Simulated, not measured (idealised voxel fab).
Name of the process module below: voxel double patterning
This is section cut - it's 210 nm across, gridded in 5 nm square cells.
Cross-sections here: square-cell grids, written as top-down lists of bands, a band being one or more rows of cells. The entry gives the band's vertical extent as a top height and a bottom height in nm, then its horizontal make-up as materials from left to right, each with a width in nm. "empty" stands for empty space; a single material marked "all across" fills the band edge to edge. Basically, 0 is our baseline, since under it the wafer straight out of the box is all one material. The bottom band has no lower end and keeps on going down, so it looks like "z 0 and below". A width given as "30..40" starts at the first number in the band's top row and ends at the second number in its bottom row, shifting by an equal amount at every step from row to row. Step note "same as before" = no cross-section cell changed. Closed-off voids of 8+ cells (no open route to the top) go in "Fully sealed cavities", written width x height at distance from the left edge, in nm. What comes after the settings on a step's line is commentary from the simulator itself on that step. "overlay nm" answers the question of how far to the right of plan the mask lay on a step that has a mask, and when it is negative the answer is to the left.
STEPS PLANNED FOR THE PROCESS
- 1: RECEIVE, material Si
- 2: CONFORMAL_DEP, material SiO2, thk nm 5
- 3: DIRECTIONAL_DEP, material W, thk nm 20
- 4: DIRECTIONAL_DEP, material SiN, thk nm 10
- 5: DIRECTIONAL_DEP, material aC, thk nm 10
- 6: PATTERN, tone open, mask id FIRST, material resist, width nm 15, pitch nm 50, thk nm 30, overlay nm 0
- 7: DIRECTIONAL_ETCH, etch materials aC, depth nm 10
- 8: STRIP, etch materials resist
- 9: DIRECTIONAL_ETCH, etch materials SiN, depth nm 10
- 10: STRIP, etch materials aC
- 11: DIRECTIONAL_DEP, material aC, thk nm 15
- 12: PATTERN, tone open, mask id SECOND, material resist, width nm 15, thk nm 35, overlay nm 0
- 13: DIRECTIONAL_ETCH, etch materials aC, depth nm 15
- 14: STRIP, etch materials resist
- 15: DIRECTIONAL_ETCH, etch materials SiN, depth nm 10
- 16: STRIP, etch materials aC
- 17: DIRECTIONAL_ETCH, etch materials W, depth nm 20
- 18: STRIP, etch materials SiN
WAFER AS RECEIVED: CROSS-SECTION FOLLOWING STEP 1
z 0 and below | Si all across
Fully sealed cavities: none
END-OF-MODULE CROSS-SECTION OF THE FIRST OF TWO WAFERS, PROCESSED AS PLANNED
z 25 to 5 | 70 nm W; 15 nm empty; 10 nm W; 15 nm empty; 10 nm W; 15 nm empty; 75 nm W
z 5 to 0 | SiO2 all across
z 0 and below | Si all across
Fully sealed cavities: none
WAFER TWO (OF TWO), END-OF-MODULE CROSS-SECTION: START = WAFER ONE, PLAN = WAFER ONE, ONE RUN MISTAKE
z 25 to 20 | SiO2 all across
z 20 to 0 | W all across
z 0 and below | Si all across
Fully sealed cavities: none
Plan not followed: deviation from plan: step 3 and step 2 executed in one another's positions
In the final state, the cell counts of the second wafer exceed or fall short of those of the first for the following materials: W: 36 more
